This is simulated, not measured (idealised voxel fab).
Proc. module: voxel transistor to metal
Pictured: cross-section cut, 175 nm wide, on a grid of 5 nm square cells.
Cross-section layout: square cells on a grid; listed as bands, top to bottom; a band spans one or more cell rows. Band entry format. Leading values: height of top, height of bottom, nm. Remainder: materials in left-to-right order, each with its width in nm. Special words: "everywhere" on a single material, which then fills the band edge to edge; "air", empty space. Counting heights begins at 0, where everything beneath is, in the wafer as received, one material. The lowest band has no bottom; it goes on downwards, as "0 nm and below" shows. Width "30 to 40": first value at the band's top row of cells, second value at its bottom row, equal change from row to row. It should be understood that the words "nothing got changed", when stated for a given step, signify that the cross-section underwent no change in any of its cells during that step. In the "Closed void register" entry, you get each enclosed empty space of 8 cells or more, one with no open way to the top, written width x height at distance, distance from the left edge, in nm. The remark found on a step's line after its settings is issued by the simulator itself and pertains to that step. The setting "overlay nm" may be written on the line of a step. When the step uses a mask, the value reports how far to the right of the planned place the mask lay, and a negative value reports that it lay to the left.
### Process steps (planned)
1 RECEIVE (material Si)
2 OXIDIZE (depth nm 5)
3 CONFORMAL_DEP (material SiN; thk nm 15)
4 MASKED_ETCH (tone cover; mask id ACTIVE; width nm 105; etch materials SiN; depth nm 15; overlay nm 0)
5 MASKED_ETCH (tone cover; mask id ACTIVE; width nm 105; etch materials SiO2; depth nm 5; overlay nm 0)
6 MASKED_ETCH (tone cover; mask id ACTIVE; width nm 105; etch materials Si; depth nm 25; overlay nm 0)
7 OXIDIZE (depth nm 5)
8 FILL_DEP (material SiO2; thk nm 5)
9 CMP (height nm 15)
10 SELECTIVE_ETCH (etch materials SiO2; depth nm 15)
11 STRIP (etch materials SiN)
12 SELECTIVE_ETCH (etch materials SiO2; depth nm 5)
13 OXIDIZE (depth nm 5)
14 DIRECTIONAL_DEP (material polySi; thk nm 20)
15 DIRECTIONAL_DEP (material SiCN; thk nm 10)
16 DIRECTIONAL_DEP (material aC; thk nm 15)
17 PATTERN (tone cover; mask id GATE; material resist; width nm 35; thk nm 35; overlay nm 0)
18 DIRECTIONAL_ETCH (etch materials aC; depth nm 15)
19 STRIP (etch materials resist)
20 DIRECTIONAL_ETCH (etch materials SiCN; depth nm 20)
21 DIRECTIONAL_ETCH (etch materials polySi; depth nm 30)
22 STRIP (etch materials aC)
23 CONFORMAL_DEP (material SiN; thk nm 5)
24 DIRECTIONAL_ETCH (etch materials SiN; depth nm 5)
25 DIRECTIONAL_ETCH (etch materials SiO2; depth nm 5)
26 DIRECTIONAL_ETCH (etch materials Si; depth nm 10)
27 EPI (material SiGe; thk nm 15)
28 FILL_DEP (material SiO2; thk nm 5)
29 CMP (height nm 15)
30 STRIP (etch materials polySi)
31 SELECTIVE_ETCH (etch materials SiO2; depth nm 5)
32 CONFORMAL_DEP (material HfO2; thk nm 5)
33 CONFORMAL_DEP (material TiN; thk nm 5)
34 FILL_DEP (material W; thk nm 5)
35 CMP (height nm 10)
36 DIRECTIONAL_DEP (material SiO2; thk nm 15)
37 MASKED_ETCH (tone open; mask id CONTACT; width nm 15; pitch nm 80; etch materials SiO2; depth nm 30; overlay nm 0)
38 CONFORMAL_DEP (material TiN; thk nm 5)
39 FILL_DEP (material W; thk nm 5)
40 CMP (height nm 25)
41 DIRECTIONAL_DEP (material TiN; thk nm 5)
42 DIRECTIONAL_DEP (material W; thk nm 15)
43 MASKED_ETCH (tone cover; mask id METAL_1; width nm 15; pitch nm 80; etch materials W; depth nm 15; overlay nm 0)
44 MASKED_ETCH (tone cover; mask id METAL_1; width nm 15; pitch nm 80; etch materials TiN; depth nm 5; overlay nm 0)
45 CONFORMAL_DEP (material SiCN; thk nm 5)
46 FILL_DEP (material lowk; thk nm 5)
47 CMP (height nm 45)
48 CONFORMAL_DEP (material SiCN; thk nm 5)
49 DIRECTIONAL_DEP (material SiO2; thk nm 30)
50 PATTERN (tone open; mask id METAL_2; material resist; width nm 15; pitch nm 80; thk nm 15; overlay nm 0)
51 DIRECTIONAL_ETCH (etch materials SiO2; depth nm 15)
52 STRIP (etch materials resist)
53 DIRECTIONAL_DEP (material aC; thk nm 10)
54 PATTERN (tone open; mask id METAL_2_HOLES; material resist; width nm 15; pitch nm 80; thk nm 30; overlay nm 0)
55 DIRECTIONAL_ETCH (etch materials aC; depth nm 10)
56 STRIP (etch materials resist)
57 DIRECTIONAL_ETCH (etch materials SiO2; depth nm 15)
58 DIRECTIONAL_ETCH (etch materials SiCN; depth nm 5)
59 STRIP (etch materials aC)
60 CONFORMAL_DEP (material TiN; thk nm 5)
61 FILL_DEP (material Cu; thk nm 10)
62 CMP (height nm 80)
63 CONFORMAL_DEP (material SiCN; thk nm 5)
### This is the cross-section of the wafer as we received it, i.e. after step 1
- 0 nm and below  Si everywhere
- Closed void register: none
### First of two wafers: cross-section at end of module, run per plan
- 85 nm to 80 nm  SiCN everywhere
- 80 nm to 50 nm  SiO2 40 nm  TiN 5 nm  Cu 5 nm  TiN 5 nm  SiO2 65 nm  TiN 5 nm  Cu 5 nm  TiN 5 nm  SiO2 40 nm
- 50 nm to 45 nm  SiCN 40 nm  TiN 15 nm  SiCN 65 nm  TiN 15 nm  SiCN 40 nm
- 45 nm to 30 nm  lowk 35 nm  SiCN 5 nm  W 15 nm  SiCN 5 nm  lowk 55 nm  SiCN 5 nm  W 15 nm  SiCN 5 nm  lowk 35 nm
- 30 nm to 25 nm  SiCN 40 nm  TiN 15 nm  SiCN 65 nm  TiN 15 nm  SiCN 40 nm
- 25 nm to 10 nm  SiO2 40 nm  TiN 5 nm  W 5 nm  TiN 5 nm  SiO2 65 nm  TiN 5 nm  W 5 nm  TiN 5 nm  SiO2 40 nm
- 10 nm to 5 nm  SiO2 40 nm  TiN 15 nm  SiO2 10 nm  SiN 5 nm  HfO2 5 nm  TiN 5 nm  W 15 nm  TiN 5 nm  HfO2 5 nm  SiN 5 nm  SiO2 10 nm  TiN 15 nm  SiO2 40 nm
- 5 nm to 0 nm  SiO2 40 nm  TiN 10 nm  SiGe 15 nm  SiN 5 nm  HfO2 5 nm  TiN 5 nm  W 15 nm  TiN 5 nm  HfO2 5 nm  SiN 5 nm  SiGe 15 nm  TiN 10 nm  SiO2 40 nm
- 0 nm to -5 nm  SiO2 40 nm  TiN 10 nm  SiGe 15 nm  SiN 5 nm  HfO2 5 nm  TiN 25 nm  HfO2 5 nm  SiN 5 nm  SiGe 15 nm  TiN 10 nm  SiO2 40 nm
- -5 nm to -10 nm  SiO2 35 nm  SiGe 30 nm  HfO2 45 nm  SiGe 30 nm  SiO2 35 nm
- -10 nm to -20 nm  SiO2 40 nm  SiGe 25 nm  Si 45 nm  SiGe 25 nm  SiO2 40 nm
- -20 nm to -35 nm  SiO2 40 nm  Si 95 nm  SiO2 40 nm
- -35 nm and below  Si everywhere
- Closed void register: none
### second wafer at the end: like start, like plan, one mistake
- 85 nm to 80 nm  SiCN everywhere
- 80 nm to 50 nm  SiO2 40 nm  TiN 5 nm  Cu 5 nm  TiN 5 nm  SiO2 65 nm  TiN 5 nm  Cu 5 nm  TiN 5 nm  SiO2 40 nm
- 50 nm to 45 nm  SiCN 40 nm  TiN 15 nm  SiCN 65 nm  TiN 15 nm  SiCN 40 nm
- 45 nm to 30 nm  lowk 35 nm  SiCN 5 nm  W 15 nm  SiCN 5 nm  lowk 55 nm  SiCN 5 nm  W 15 nm  SiCN 5 nm  lowk 35 nm
- 30 nm to 25 nm  SiCN 40 nm  TiN 15 nm  SiCN 65 nm  TiN 15 nm  SiCN 40 nm
- 25 nm to 15 nm  SiO2 40 nm  TiN 5 nm  W 5 nm  TiN 5 nm  SiO2 65 nm  TiN 5 nm  W 5 nm  TiN 5 nm  SiO2 40 nm
- 15 nm to 10 nm  SiO2 40 nm  TiN 15 nm  SiO2 65 nm  TiN 15 nm  SiO2 40 nm
- 10 nm to 5 nm  SiO2 40 nm  TiN 10 nm  SiGe 15 nm  SiN 5 nm  HfO2 5 nm  TiN 5 nm  W 15 nm  TiN 5 nm  HfO2 5 nm  SiN 5 nm  SiGe 15 nm  TiN 10 nm  SiO2 40 nm
- 5 nm to 0 nm  SiO2 40 nm  TiN 10 nm  SiGe 15 nm  SiN 5 nm  HfO2 5 nm  TiN 25 nm  HfO2 5 nm  SiN 5 nm  SiGe 15 nm  TiN 10 nm  SiO2 40 nm
- 0 nm to -5 nm  SiO2 35 nm  SiN 5 nm  SiGe 25 nm  HfO2 45 nm  SiGe 25 nm  SiN 5 nm  SiO2 35 nm
- -5 nm to -15 nm  SiO2 40 nm  SiGe 25 nm  Si 45 nm  SiGe 25 nm  SiO2 40 nm
- -15 nm to -35 nm  SiO2 40 nm  Si 95 nm  SiO2 40 nm
- -35 nm and below  Si everywhere
- Closed void register: none
What was the processing mistake? steps 11 and 12: order swapped relative to plan
End check, counted in cells, second wafer has more or fewer of these materials than the first: HfO2: 2 fewer; Si: 19 more; SiGe: 2 fewer; SiO2: 4 fewer; TiN: 6 fewer; W: 5 fewer
